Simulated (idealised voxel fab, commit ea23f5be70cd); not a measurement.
Process module under the name voxel gate over fins
Square cell edge 5 nm, section width 235 nm, ID cut.
Cross-sections here: square-cell grids, written as top-down lists of bands, a band being one or more rows of cells.
First you get the band's top height and its bottom height, in nm, and then the materials it's made of, left to right, with each width in nm. If you see a single material with "throughout", that one covers the band edge to edge. "empty" is empty space.
Ref level 0: as-received wafer is one material below here. Bottom band extends down with no lower bound ("0 down").
Top row gets the first number, bottom row gets the second, and each row in between changes by the same step: that is how a band width like "30 to 40" works.
"changes: none" for a step: no cell of the cross-section changed in that step.
"Sealed internal cavities" lists enclosed empty spaces (at least 8 cells, no open path upward to the top), each as width x height at distance from the left edge, in nm.
What comes after the settings on a step's line is commentary from the simulator itself on that step.
overlay nm: how far to the right of its planned place the mask lay on this masked step (negative: to the left).
Pairs follow: section before one process step, section after it down to the lowest changed band, step with settings underneath. Pairs may come from different runs of this module on the same starting wafer; continuity with the pair above only as stated in the "Geometry before processing" entry.

**Geometry before processing**
20 to 15: 50 empty, 35 TiN, 150 empty
15 to 10: 50 empty, 5 TiN, 25 HfO2, 5 TiN, 150 empty
10 to 5: 30 empty, 25 TiN, 5 HfO2, 15 aC, 5 HfO2, 25 TiN, 25 empty, 25 TiN, 25 empty, 25 TiN, 30 empty
5 to 0: 30 empty, 5 TiN, 15 HfO2, 5 TiN, 5 HfO2, 15 aC, 5 HfO2, 5 TiN, 15 HfO2, 5 TiN, 25 empty, 5 TiN, 15 HfO2, 5 TiN, 25 empty, 5 TiN, 15 HfO2, 5 TiN, 30 empty
0 to -5: 30 empty, 5 TiN, 5 HfO2, 5 Si, 5 HfO2, 5 TiN, 5 HfO2, 15 aC, 5 HfO2, 5 TiN, 5 HfO2, 5 Si, 5 HfO2, 5 TiN, 25 empty, 5 TiN, 5 HfO2, 5 Si, 5 HfO2, 5 TiN, 25 empty, 5 TiN, 5 HfO2, 5 Si, 5 HfO2, 5 TiN, 30 empty
-5 to -10: 35 TiN, 5 HfO2, 5 Si, 5 HfO2, 5 TiN, 5 HfO2, 15 aC, 5 HfO2, 5 TiN, 5 HfO2, 5 Si, 5 HfO2, 35 TiN, 5 HfO2, 5 Si, 5 HfO2, 35 TiN, 5 HfO2, 5 Si, 5 HfO2, 35 TiN
-10 to -15: 40 HfO2, 5 Si, 15 HfO2, 15 aC, 15 HfO2, 5 Si, 45 HfO2, 5 Si, 45 HfO2, 5 Si, 40 HfO2
-15 to -25: 40 SiO2, 5 Si, 15 SiO2, 15 aC, 15 SiO2, 5 Si, 45 SiO2, 5 Si, 45 SiO2, 5 Si, 40 SiO2
-25 to -30: 40 SiO2, 5 Si, 15 SiO2, 15 TiN, 15 SiO2, 5 Si, 45 SiO2, 5 Si, 45 SiO2, 5 Si, 40 SiO2
-30 to -40: 40 SiO2, 5 Si, 45 SiO2, 5 Si, 45 SiO2, 5 Si, 45 SiO2, 5 Si, 40 SiO2
-40 down: Si throughout
Sealed internal cavities: none

**after**
25 to 20: 45 empty, 45 TiAl, 145 empty
20 to 15: 45 empty, 5 TiAl, 35 TiN, 5 TiAl, 145 empty
15 to 10: 25 empty, 25 TiAl, 5 TiN, 25 HfO2, 5 TiN, 25 TiAl, 15 empty, 35 TiAl, 15 empty, 35 TiAl, 25 empty
10 to 5: 25 empty, 5 TiAl, 25 TiN, 5 HfO2, 15 aC, 5 HfO2, 25 TiN, 5 TiAl, 15 empty, 5 TiAl, 25 TiN, 5 TiAl, 15 empty, 5 TiAl, 25 TiN, 5 TiAl, 25 empty
5 to 0: 25 empty, 5 TiAl, 5 TiN, 15 HfO2, 5 TiN, 5 HfO2, 15 aC, 5 HfO2, 5 TiN, 15 HfO2, 5 TiN, 5 TiAl, 15 empty, 5 TiAl, 5 TiN, 15 HfO2, 5 TiN, 5 TiAl, 15 empty, 5 TiAl, 5 TiN, 15 HfO2, 5 TiN, 5 TiAl, 25 empty
0 to -5: 30 TiAl, 5 TiN, 5 HfO2, 5 Si, 5 HfO2, 5 TiN, 5 HfO2, 15 aC, 5 HfO2, 5 TiN, 5 HfO2, 5 Si, 5 HfO2, 5 TiN, 25 TiAl, 5 TiN, 5 HfO2, 5 Si, 5 HfO2, 5 TiN, 25 TiAl, 5 TiN, 5 HfO2, 5 Si, 5 HfO2, 5 TiN, 30 TiAl
At heights below -5, the structure remains unaltered.
Sealed internal cavities: none
Between before and after above, the operation and settings are CONFORMAL_DEP: material TiAl, thk nm 5

Geometry before processing: The pre-step condition corresponds to the post-step cross-section depicted in the pair directly above.

**after**
30 to 25: 40 empty, 55 TiN, 140 empty
25 to 20: 40 empty, 5 TiN, 45 TiAl, 5 TiN, 140 empty
20 to 15: 20 empty, 25 TiN, 5 TiAl, 35 TiN, 5 TiAl, 25 TiN, 5 empty, 45 TiN, 5 empty, 45 TiN, 20 empty
15 to 10: 20 empty, 5 TiN, 25 TiAl, 5 TiN, 25 HfO2, 5 TiN, 25 TiAl, 5 TiN, 5 empty, 5 TiN, 35 TiAl, 5 TiN, 5 empty, 5 TiN, 35 TiAl, 5 TiN, 20 empty
10 to 5: 20 empty, 5 TiN, 5 TiAl, 25 TiN, 5 HfO2, 15 aC, 5 HfO2, 25 TiN, 5 TiAl, 5 TiN, 5 empty, 5 TiN, 5 TiAl, 25 TiN, 5 TiAl, 5 TiN, 5 empty, 5 TiN, 5 TiAl, 25 TiN, 5 TiAl, 5 TiN, 20 empty
5 to 0: 25 TiN, 5 TiAl, 5 TiN, 15 HfO2, 5 TiN, 5 HfO2, 15 aC, 5 HfO2, 5 TiN, 15 HfO2, 5 TiN, 5 TiAl, 15 TiN, 5 TiAl, 5 TiN, 15 HfO2, 5 TiN, 5 TiAl, 15 TiN, 5 TiAl, 5 TiN, 15 HfO2, 5 TiN, 5 TiAl, 25 TiN
At heights below 0, the structure remains unaltered.
Sealed internal cavities: none
Between before and after above, the operation and settings are CONFORMAL_DEP: material TiN, thk nm 5

Geometry before processing: The pre-step condition corresponds to the post-step cross-section depicted in the pair directly above.

**after**
40 to 30: W throughout
30 to 25: 40 W, 55 TiN, 140 W
25 to 20: 40 W, 5 TiN, 45 TiAl, 5 TiN, 140 W
20 to 15: 20 W, 25 TiN, 5 TiAl, 35 TiN, 5 TiAl, 25 TiN, 5 W, 45 TiN, 5 W, 45 TiN, 20 W
15 to 10: 20 W, 5 TiN, 25 TiAl, 5 TiN, 25 HfO2, 5 TiN, 25 TiAl, 5 TiN, 5 W, 5 TiN, 35 TiAl, 5 TiN, 5 W, 5 TiN, 35 TiAl, 5 TiN, 20 W
10 to 5: 20 W, 5 TiN, 5 TiAl, 25 TiN, 5 HfO2, 15 aC, 5 HfO2, 25 TiN, 5 TiAl, 5 TiN, 5 W, 5 TiN, 5 TiAl, 25 TiN, 5 TiAl, 5 TiN, 5 W, 5 TiN, 5 TiAl, 25 TiN, 5 TiAl, 5 TiN, 20 W
At heights below 5, the structure remains unaltered.
Sealed internal cavities: none
Between before and after above, the operation and settings are FILL_DEP: material W, thk nm 10

Geometry before processing: The pre-step condition corresponds to the post-step cross-section depicted in the pair directly above.

**after**
25 to 20: 40 W, 5 TiN, 45 TiAl, 5 TiN, 140 W
At heights below 20, the structure remains unaltered.
Sealed internal cavities: none
Between before and after above, the operation and settings are CMP: height nm 25

Geometry before processing: The pre-step condition corresponds to the post-step cross-section depicted in the pair directly above.

**after**
35 to 25: SiN throughout
At heights below 25, the structure remains unaltered.
Sealed internal cavities: none
Between before and after above, the operation and settings are CONFORMAL_DEP: material SiN, thk nm 10

**Geometry before processing**
20 to 10: aC throughout
10 to 0: 35 SiO2, 15 SiN, 35 SiO2, 15 SiN, 35 SiO2, 15 SiN, 35 SiO2, 15 SiN, 35 SiO2
0 to -40: 40 SiO2, 5 Si, 45 SiO2, 5 Si, 45 SiO2, 5 Si, 45 SiO2, 5 Si, 40 SiO2
-40 down: Si throughout
Sealed internal cavities: none

**after**
50 to 20: 60 empty, 15 resist, 160 empty
At heights below 20, the structure remains unaltered.
Sealed internal cavities: none
Between before and after above, the operation and settings are PATTERN: tone cover, mask id RAIL, material resist, width nm 15, thk nm 30, overlay nm 0

Geometry before processing: The pre-step condition corresponds to the post-step cross-section depicted in the pair directly above.

**after**
40 to 20: 60 empty, 15 resist, 160 empty
20 to 10: 60 empty, 15 aC, 160 empty
At heights below 10, the structure remains unaltered.
Sealed internal cavities: none
Between before and after above, the operation and settings are DIRECTIONAL_ETCH: etch materials aC, depth nm 10

Geometry before processing: The pre-step condition corresponds to the post-step cross-section depicted in the pair directly above.

**after**
20 to 10: 60 empty, 15 aC, 160 empty
At heights below 10, the structure remains unaltered.
Sealed internal cavities: none
Between before and after above, the operation and settings are STRIP: etch materials resist

Geometry before processing: The pre-step condition corresponds to the post-step cross-section depicted in the pair directly above.

**after**
20 to 10: 60 empty, 15 aC, 160 empty
10 to 0: 35 empty, 15 SiN, 10 empty, 15 SiO2, 10 empty, 15 SiN, 35 empty, 15 SiN, 35 empty, 15 SiN, 35 empty
0 to -30: 35 empty, 5 SiO2, 5 Si, 5 SiO2, 10 empty, 15 SiO2, 10 empty, 5 SiO2, 5 Si, 5 SiO2, 35 empty, 5 SiO2, 5 Si, 5 SiO2, 35 empty, 5 SiO2, 5 Si, 5 SiO2, 35 empty
At heights below -30, the structure remains unaltered.
Sealed internal cavities: none
Between before and after above, the operation and settings are DIRECTIONAL_ETCH: etch materials SiO2, depth nm 40

Geometry before processing: The pre-step condition corresponds to the post-step cross-section depicted in the pair directly above.

**after**
10 to 0: 35 empty, 15 SiN, 10 empty, 15 SiO2, 10 empty, 15 SiN, 35 empty, 15 SiN, 35 empty, 15 SiN, 35 empty
At heights below 0, the structure remains unaltered.
Sealed internal cavities: none
Between before and after above, the operation and settings are STRIP: etch materials aC

Geometry before processing: The pre-step condition corresponds to the post-step cross-section depicted in the pair directly above.

**after**
15 to 10: 30 empty, 75 TiN, 25 empty, 25 TiN, 25 empty, 25 TiN, 30 empty
10 to 0: 30 empty, 5 TiN, 15 SiN, 10 TiN, 15 SiO2, 10 TiN, 15 SiN, 5 TiN, 25 empty, 5 TiN, 15 SiN, 5 TiN, 25 empty, 5 TiN, 15 SiN, 5 TiN, 30 empty
0 to -25: 30 empty, 5 TiN, 5 SiO2, 5 Si, 5 SiO2, 10 TiN, 15 SiO2, 10 TiN, 5 SiO2, 5 Si, 5 SiO2, 5 TiN, 25 empty, 5 TiN, 5 SiO2, 5 Si, 5 SiO2, 5 TiN, 25 empty, 5 TiN, 5 SiO2, 5 Si, 5 SiO2, 5 TiN, 30 empty
-25 to -30: 35 TiN, 5 SiO2, 5 Si, 5 SiO2, 10 TiN, 15 SiO2, 10 TiN, 5 SiO2, 5 Si, 5 SiO2, 35 TiN, 5 SiO2, 5 Si, 5 SiO2, 35 TiN, 5 SiO2, 5 Si, 5 SiO2, 35 TiN
At heights below -30, the structure remains unaltered.
Sealed internal cavities: none
Between before and after above, the operation and settings are CONFORMAL_DEP: material TiN, thk nm 5

Geometry before processing: The pre-step condition corresponds to the post-step cross-section depicted in the pair directly above.

**after**
20 to 15: Ru throughout
15 to 10: 30 Ru, 75 TiN, 25 Ru, 25 TiN, 25 Ru, 25 TiN, 30 Ru
10 to 0: 30 Ru, 5 TiN, 15 SiN, 10 TiN, 15 SiO2, 10 TiN, 15 SiN, 5 TiN, 25 Ru, 5 TiN, 15 SiN, 5 TiN, 25 Ru, 5 TiN, 15 SiN, 5 TiN, 30 Ru
0 to -25: 30 Ru, 5 TiN, 5 SiO2, 5 Si, 5 SiO2, 10 TiN, 15 SiO2, 10 TiN, 5 SiO2, 5 Si, 5 SiO2, 5 TiN, 25 Ru, 5 TiN, 5 SiO2, 5 Si, 5 SiO2, 5 TiN, 25 Ru, 5 TiN, 5 SiO2, 5 Si, 5 SiO2, 5 TiN, 30 Ru
At heights below -25, the structure remains unaltered.
Sealed internal cavities: none
Between before and after above, the operation and settings are FILL_DEP: material Ru, thk nm 5

Geometry before processing: The pre-step condition corresponds to the post-step cross-section depicted in the pair directly above.

**after**
10 to 0: 30 Ru, 5 TiN, 15 SiN, 10 TiN, 15 SiO2, 10 TiN, 15 SiN, 5 TiN, 25 Ru, 5 TiN, 15 SiN, 5 TiN, 25 Ru, 5 TiN, 15 SiN, 5 TiN, 30 Ru
At heights below 0, the structure remains unaltered.
Sealed internal cavities: none
Between before and after above, the operation and settings are CMP: height nm 10

Geometry before processing: The pre-step condition corresponds to the post-step cross-section depicted in the pair directly above.

**after**
10 to 0: 35 empty, 15 SiN, 10 empty, 15 SiO2, 10 empty, 15 SiN, 35 empty, 15 SiN, 35 empty, 15 SiN, 35 empty
0 to -25: 35 empty, 5 SiO2, 5 Si, 5 SiO2, 10 empty, 15 SiO2, 10 empty, 5 SiO2, 5 Si, 5 SiO2, 35 empty, 5 SiO2, 5 Si, 5 SiO2, 35 empty, 5 SiO2, 5 Si, 5 SiO2, 35 empty
At heights below -25, the structure remains unaltered.
Sealed internal cavities: none
Between before and after above, the operation and settings are SELECTIVE_ETCH: etch materials W Ru TiN, depth nm 35

Geometry before processing: The pre-step condition corresponds to the post-step cross-section depicted in the pair directly above.

**after**
15 to 10: SiO2 throughout
10 to 0: 35 SiO2, 15 SiN, 35 SiO2, 15 SiN, 35 SiO2, 15 SiN, 35 SiO2, 15 SiN, 35 SiO2
0 to -25: 40 SiO2, 5 Si, 45 SiO2, 5 Si, 45 SiO2, 5 Si, 45 SiO2, 5 Si, 40 SiO2
At heights below -25, the structure remains unaltered.
Sealed internal cavities: none
Between before and after above, the operation and settings are FILL_DEP: material SiO2, thk nm 5

Geometry before processing: The pre-step condition corresponds to the post-step cross-section depicted in the pair directly above.

**after**
10 to 0: 35 SiO2, 15 SiN, 35 SiO2, 15 SiN, 35 SiO2, 15 SiN, 35 SiO2, 15 SiN, 35 SiO2
At heights below 0, the structure remains unaltered.
Sealed internal cavities: none
Between before and after above, the operation and settings are CMP: height nm 10

Geometry before processing: The pre-step condition corresponds to the post-step cross-section depicted in the pair directly above.

**after**
10 to 0: 35 empty, 15 SiN, 35 empty, 15 SiN, 35 empty, 15 SiN, 35 empty, 15 SiN, 35 empty
0 to -15: 40 empty, 5 Si, 45 empty, 5 Si, 45 empty, 5 Si, 45 empty, 5 Si, 40 empty
At heights below -15, the structure remains unaltered.
Sealed internal cavities: none
Between before and after above, the operation and settings are SELECTIVE_ETCH: etch materials SiO2, depth nm 25

Geometry before processing: The pre-step condition corresponds to the post-step cross-section depicted in the pair directly above.

**after**
0 to -15: 40 empty, 5 Si, 45 empty, 5 Si, 45 empty, 5 Si, 45 empty, 5 Si, 40 empty
At heights below -15, the structure remains unaltered.
Sealed internal cavities: none
Between before and after above, the operation and settings are STRIP: etch materials SiN

Geometry before processing: The pre-step condition corresponds to the post-step cross-section depicted in the pair directly above.

**after**
5 to 0: 35 empty, 15 HfO2, 35 empty, 15 HfO2, 35 empty, 15 HfO2, 35 empty, 15 HfO2, 35 empty
0 to -10: 35 empty, 5 HfO2, 5 Si, 5 HfO2, 35 empty, 5 HfO2, 5 Si, 5 HfO2, 35 empty, 5 HfO2, 5 Si, 5 HfO2, 35 empty, 5 HfO2, 5 Si, 5 HfO2, 35 empty
-10 to -15: 40 HfO2, 5 Si, 45 HfO2, 5 Si, 45 HfO2, 5 Si, 45 HfO2, 5 Si, 40 HfO2
At heights below -15, the structure remains unaltered.
Sealed internal cavities: none
Between before and after above, the operation and settings are CONFORMAL_DEP: material HfO2, thk nm 5

Geometry before processing: The pre-step condition corresponds to the post-step cross-section depicted in the pair directly above.

**after**
10 to 5: 30 empty, 25 TiN, 25 empty, 25 TiN, 25 empty, 25 TiN, 25 empty, 25 TiN, 30 empty
5 to 0: 30 empty, 5 TiN, 15 HfO2, 5 TiN, 25 empty, 5 TiN, 15 HfO2, 5 TiN, 25 empty, 5 TiN, 15 HfO2, 5 TiN, 25 empty, 5 TiN, 15 HfO2, 5 TiN, 30 empty
0 to -5: 30 empty, 5 TiN, 5 HfO2, 5 Si, 5 HfO2, 5 TiN, 25 empty, 5 TiN, 5 HfO2, 5 Si, 5 HfO2, 5 TiN, 25 empty, 5 TiN, 5 HfO2, 5 Si, 5 HfO2, 5 TiN, 25 empty, 5 TiN, 5 HfO2, 5 Si, 5 HfO2, 5 TiN, 30 empty
-5 to -10: 35 TiN, 5 HfO2, 5 Si, 5 HfO2, 35 TiN, 5 HfO2, 5 Si, 5 HfO2, 35 TiN, 5 HfO2, 5 Si, 5 HfO2, 35 TiN, 5 HfO2, 5 Si, 5 HfO2, 35 TiN
At heights below -10, the structure remains unaltered.
Sealed internal cavities: none
Between before and after above, the operation and settings are CONFORMAL_DEP: material TiN, thk nm 5

Geometry before processing: The pre-step condition corresponds to the post-step cross-section depicted in the pair directly above.

**after**
15 to 10: 25 empty, 35 TiAl, 15 empty, 35 TiAl, 15 empty, 35 TiAl, 15 empty, 35 TiAl, 25 empty
10 to 5: 25 empty, 5 TiAl, 25 TiN, 5 TiAl, 15 empty, 5 TiAl, 25 TiN, 5 TiAl, 15 empty, 5 TiAl, 25 TiN, 5 TiAl, 15 empty, 5 TiAl, 25 TiN, 5 TiAl, 25 empty
5 to 0: 25 empty, 5 TiAl, 5 TiN, 15 HfO2, 5 TiN, 5 TiAl, 15 empty, 5 TiAl, 5 TiN, 15 HfO2, 5 TiN, 5 TiAl, 15 empty, 5 TiAl, 5 TiN, 15 HfO2, 5 TiN, 5 TiAl, 15 empty, 5 TiAl, 5 TiN, 15 HfO2, 5 TiN, 5 TiAl, 25 empty
0 to -5: 30 TiAl, 5 TiN, 5 HfO2, 5 Si, 5 HfO2, 5 TiN, 25 TiAl, 5 TiN, 5 HfO2, 5 Si, 5 HfO2, 5 TiN, 25 TiAl, 5 TiN, 5 HfO2, 5 Si, 5 HfO2, 5 TiN, 25 TiAl, 5 TiN, 5 HfO2, 5 Si, 5 HfO2, 5 TiN, 30 TiAl
At heights below -5, the structure remains unaltered.
Sealed internal cavities: none
Between before and after above, the operation and settings are CONFORMAL_DEP: material TiAl, thk nm 5

Geometry before processing: The pre-step condition corresponds to the post-step cross-section depicted in the pair directly above.

**after**
20 to 15: 20 empty, 45 TiN, 5 empty, 45 TiN, 5 empty, 45 TiN, 5 empty, 45 TiN, 20 empty
15 to 10: 20 empty, 5 TiN, 35 TiAl, 5 TiN, 5 empty, 5 TiN, 35 TiAl, 5 TiN, 5 empty, 5 TiN, 35 TiAl, 5 TiN, 5 empty, 5 TiN, 35 TiAl, 5 TiN, 20 empty
10 to 5: 20 empty, 5 TiN, 5 TiAl, 25 TiN, 5 TiAl, 5 TiN, 5 empty, 5 TiN, 5 TiAl, 25 TiN, 5 TiAl, 5 TiN, 5 empty, 5 TiN, 5 TiAl, 25 TiN, 5 TiAl, 5 TiN, 5 empty, 5 TiN, 5 TiAl, 25 TiN, 5 TiAl, 5 TiN, 20 empty
5 to 0: 25 TiN, 5 TiAl, 5 TiN, 15 HfO2, 5 TiN, 5 TiAl, 15 TiN, 5 TiAl, 5 TiN, 15 HfO2, 5 TiN, 5 TiAl, 15 TiN, 5 TiAl, 5 TiN, 15 HfO2, 5 TiN, 5 TiAl, 15 TiN, 5 TiAl, 5 TiN, 15 HfO2, 5 TiN, 5 TiAl, 25 TiN
At heights below 0, the structure remains unaltered.
Sealed internal cavities: none
Between before and after above, the operation and settings are CONFORMAL_DEP: material TiN, thk nm 5

Geometry before processing: The pre-step condition corresponds to the post-step cross-section depicted in the pair directly above.

**after**
30 to 20: W throughout
20 to 15: 20 W, 45 TiN, 5 W, 45 TiN, 5 W, 45 TiN, 5 W, 45 TiN, 20 W
15 to 10: 20 W, 5 TiN, 35 TiAl, 5 TiN, 5 W, 5 TiN, 35 TiAl, 5 TiN, 5 W, 5 TiN, 35 TiAl, 5 TiN, 5 W, 5 TiN, 35 TiAl, 5 TiN, 20 W
10 to 5: 20 W, 5 TiN, 5 TiAl, 25 TiN, 5 TiAl, 5 TiN, 5 W, 5 TiN, 5 TiAl, 25 TiN, 5 TiAl, 5 TiN, 5 W, 5 TiN, 5 TiAl, 25 TiN, 5 TiAl, 5 TiN, 5 W, 5 TiN, 5 TiAl, 25 TiN, 5 TiAl, 5 TiN, 20 W
At heights below 5, the structure remains unaltered.
Sealed internal cavities: none
Between before and after above, the operation and settings are FILL_DEP: material W, thk nm 10

Geometry before processing: The pre-step condition corresponds to the post-step cross-section depicted in the pair directly above.

**after**
25 to 20: W throughout
At heights below 20, the structure remains unaltered.
Sealed internal cavities: none
Between before and after above, the operation and settings are CMP: height nm 25

Geometry before processing: The pre-step condition corresponds to the post-step cross-section depicted in the pair directly above.

**after**
35 to 25: SiN throughout
At heights below 25, the structure remains unaltered.
Sealed internal cavities: none
Between before and after above, the operation and settings are CONFORMAL_DEP: material SiN, thk nm 10
